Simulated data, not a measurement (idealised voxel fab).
process module | voxel trench capacitor
cross-section cut | 255 nm wide | cells 5 nm
A cross-section is a grid of square cells, given in bands from the top down. A band is one or more rows of cells.
Each band's line starts with the height of the band's top and of its bottom, in nm. Then come its materials from left to right, each with its width in nm. One material with "throughout" fills the band from edge to edge. "air" is empty space.
Height 0 is the level under which the wafer as received is all one material. The lowest band goes on downwards, as in "0 down".
A width such as "30 to 40" changes by the same amount from each row of cells to the next, from the band's top row to its bottom row.
"no change" after a step means that no cell of the cross-section changed.
closed voids: empty space of 8 cells or more with no open way to the top, each as width x height at its distance from the left edge, in nm
after a step's settings: what the simulator itself notes on the step
overlay nm, on a step with a mask: how far to the right of its planned place the mask lay; to the left if negative
plan
1 op RECEIVE | material Si
2 op CONFORMAL_DEP | material SiN | thk nm 5
3 op PATTERN | tone open | mask id TRENCH | material resist | width nm 20 | pitch nm 40 | thk nm 15 | overlay nm -15
4 op DIRECTIONAL_ETCH | etch materials SiN | depth nm 5
5 op DIRECTIONAL_ETCH | etch materials Si | depth nm 35
6 op STRIP | etch materials resist
7 op CONFORMAL_DEP | material Al2O3 | thk nm 5
8 op FILL_DEP | material polySi | thk nm 5
9 op CMP | height nm 5
varied across the wafers: overlay nm of step 3. The plan shows the first wafer's value. All wafers start alike
first wafer as received, after step 1
  0 down: Si throughout
  closed voids: none
each wafer at the end: cells of each material gained (+) or lost (-) since it was received, then its closed voids
overlay nm -15 | +72 Al2O3 | -112 Si | +35 SiN | +56 polySi | closed voids: none
overlay nm -10 | +72 Al2O3 | -112 Si | +35 SiN | +56 polySi | closed voids: none
overlay nm -5 | +72 Al2O3 | -112 Si | +35 SiN | +56 polySi | closed voids: none
overlay nm 0 | +72 Al2O3 | -112 Si | +35 SiN | +56 polySi | closed voids: none
overlay nm 5 | +72 Al2O3 | -112 Si | +35 SiN | +56 polySi | closed voids: none
overlay nm 10 | +72 Al2O3 | -112 Si | +35 SiN | +56 polySi | closed voids: none
overlay nm 15 | +72 Al2O3 | -112 Si | +35 SiN | +56 polySi | closed voids: none
